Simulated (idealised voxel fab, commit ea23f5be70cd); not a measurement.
process module | voxel self aligned vias
cross-section cut | 155 nm wide | cells 5 nm
A cross-section is a grid of square cells, given in bands from the top down. A band is one or more rows of cells.
Each band's line starts with the height of the band's top and of its bottom, in nm. Then come its materials from left to right, each with its width in nm. One material with "throughout" fills the band from edge to edge. "air" is empty space.
Height 0 is the level under which the wafer as received is all one material. The lowest band goes on downwards, as in "0 down".
A width such as "30 to 40" changes by the same amount from each row of cells to the next, from the band's top row to its bottom row.
"no change" after a step means that no cell of the cross-section changed.
closed voids: empty space of 8 cells or more with no open way to the top, each as width x height at its distance from the left edge, in nm
after a step's settings: what the simulator itself notes on the step
overlay nm, on a step with a mask: how far to the right of its planned place the mask lay; to the left if negative
plan
1 op RECEIVE | material Si
2 op CONFORMAL_DEP | material SiO2 | thk nm 15
3 op CONFORMAL_DEP | material SiCN | thk nm 5
4 op DIRECTIONAL_DEP | material SiO2 | thk nm 25
5 op PATTERN | tone open | mask id LINES | material resist | width nm 30 | pitch nm 55 | thk nm 15 | overlay nm 0
6 op DIRECTIONAL_ETCH | etch materials SiO2 | depth nm 25
7 op STRIP | etch materials resist
8 op CONFORMAL_DEP | material TiN | thk nm 5
9 op FILL_DEP | material W | thk nm 10
10 op CMP | height nm 45
11 op SELECTIVE_ETCH | etch materials W Ru TiN | depth nm 5
12 op FILL_DEP | material SiN | thk nm 10
13 op CMP | height nm 45
14 op DIRECTIONAL_DEP | material SiO2 | thk nm 15
15 op MASKED_ETCH | tone open | mask id VIAS | width nm 40 | pitch nm 55 | etch materials SiO2 | depth nm 15 | overlay nm 0
16 op MASKED_ETCH | tone open | mask id VIAS | width nm 40 | pitch nm 55 | etch materials SiN | depth nm 5 | overlay nm 0
17 op CONFORMAL_DEP | material TiN | thk nm 5
18 op FILL_DEP | material Ru | thk nm 10
19 op CMP | height nm 60
20 op CONFORMAL_DEP | material SiCN | thk nm 5
as received, after step 1
  0 down: Si throughout
  closed voids: none
a wafer at the end: this start, this plan, one mistake
  65 to 60: SiCN throughout
  60 to 50: SiO2 35 | TiN 5 | Ru 25 | TiN 5 | SiO2 20 | TiN 5 | Ru 25 | TiN 5 | SiO2 30
  50 to 45: SiO2 35 | TiN 5 | Ru 20 | TiN 10 | SiO2 20 | TiN 5 | Ru 20 | TiN 10 | SiO2 30
  45 to 40: SiO2 35 | TiN 30 | SiO2 25 | TiN 30 | SiO2 35
  40 to 25: SiO2 35 | TiN 5 | W 20 | TiN 5 | SiO2 25 | TiN 5 | W 20 | TiN 5 | SiO2 35
  25 to 20: SiO2 35 | TiN 30 | SiO2 25 | TiN 30 | SiO2 35
  20 to 15: SiCN throughout
  15 to 0: SiO2 throughout
  0 down: Si throughout
  closed voids: none
what went wrong: step 15 ran as: op MASKED_ETCH | tone open | mask id VIAS | width nm 35 | pitch nm 55 | etch materials SiO2 | depth nm 15 | overlay nm 0
